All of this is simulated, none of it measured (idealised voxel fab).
Process module, titled voxel self aligned vias
In the cross-section labelled cut, the width is 225 nm and each square cell is 5 nm.
A cross-section is written here as square cells arranged in a grid, and it is given in bands from the top down, each band taking up one or more rows of cells. Band entry format. Leading values: height of top, height of bottom, nm. Remainder: materials in left-to-right order, each with its width in nm. Special words: "everywhere" on a single material, which then fills the band edge to edge; "air", empty space. Zero point of the height axis is 0; under it, received wafer = one material. Lowest band: continues down indefinitely, "z 0 and below". Width spec "30..40" -> top row of cells at first value, bottom row at second value, equal per-row change in between. Given "changes: none" for a step, no cell of the cross-section differs between before and after that step. Listed in "Completely sealed voids": every empty space of 8 or more cells without an open way to the top. Form: width x height at distance, the distance being from the left edge, all in nm. On each step's line, the part that comes after the settings is the simulator's own comment on the step. The setting "overlay nm" may be written on the line of a step. When the step uses a mask, the value reports how far to the right of the planned place the mask lay, and a negative value reports that it lay to the left.
-- So here's the lineup of process steps we planned
- 1: RECEIVE [material Si]
- 2: CONFORMAL_DEP [material SiO2] [thk nm 10]
- 3: CONFORMAL_DEP [material SiCN] [thk nm 5]
- 4: DIRECTIONAL_DEP [material lowk] [thk nm 30]
- 5: MASKED_ETCH [tone open] [mask id LINES] [width nm 30] [pitch nm 70] [etch materials lowk] [depth nm 30] [overlay nm 0]
- 6: CONFORMAL_DEP [material TiN] [thk nm 5]
- 7: FILL_DEP [material W] [thk nm 10]
- 8: CMP [height nm 45]
- 9: SELECTIVE_ETCH [etch materials W Ru TiN] [depth nm 10]
- 10: FILL_DEP [material SiN] [thk nm 10]
- 11: CMP [height nm 45]
- 12: DIRECTIONAL_DEP [material lowk] [thk nm 15]
- 13: MASKED_ETCH [tone open] [mask id VIAS] [width nm 40] [pitch nm 70] [etch materials lowk] [depth nm 15] [overlay nm 0]
- 14: MASKED_ETCH [tone open] [mask id VIAS] [width nm 40] [pitch nm 70] [etch materials SiN] [depth nm 10] [overlay nm 0]
- 15: CONFORMAL_DEP [material TiN] [thk nm 5]
- 16: FILL_DEP [material W] [thk nm 5]
- 17: CMP [height nm 60]
- 18: CONFORMAL_DEP [material SiCN] [thk nm 5]
-- As received (post step 1): cross-section
    z 0 and below = Si everywhere
    Completely sealed voids: none
-- Module complete, cross-section. Starting point and plan per above. One mistake made in running the module
    z 65 to 60 = SiCN everywhere
    z 60 to 45 = SiO2 everywhere
    z 45 to 35 = lowk: 60 | SiN: 30 | lowk: 40 | SiN: 30 | lowk: 65
    z 35 to 20 = lowk: 60 | TiN: 5 | W: 20 | TiN: 5 | lowk: 40 | TiN: 5 | W: 20 | TiN: 5 | lowk: 65
    z 20 to 15 = lowk: 60 | TiN: 30 | lowk: 40 | TiN: 30 | lowk: 65
    z 15 to 10 = SiCN everywhere
    z 10 to 0 = SiO2 everywhere
    z 0 and below = Si everywhere
    Completely sealed voids: none
What broke from the plan during processing? step 12 was run on a setting that differed from the plan, and what really ran there is DIRECTIONAL_DEP [material SiO2] [thk nm 15]
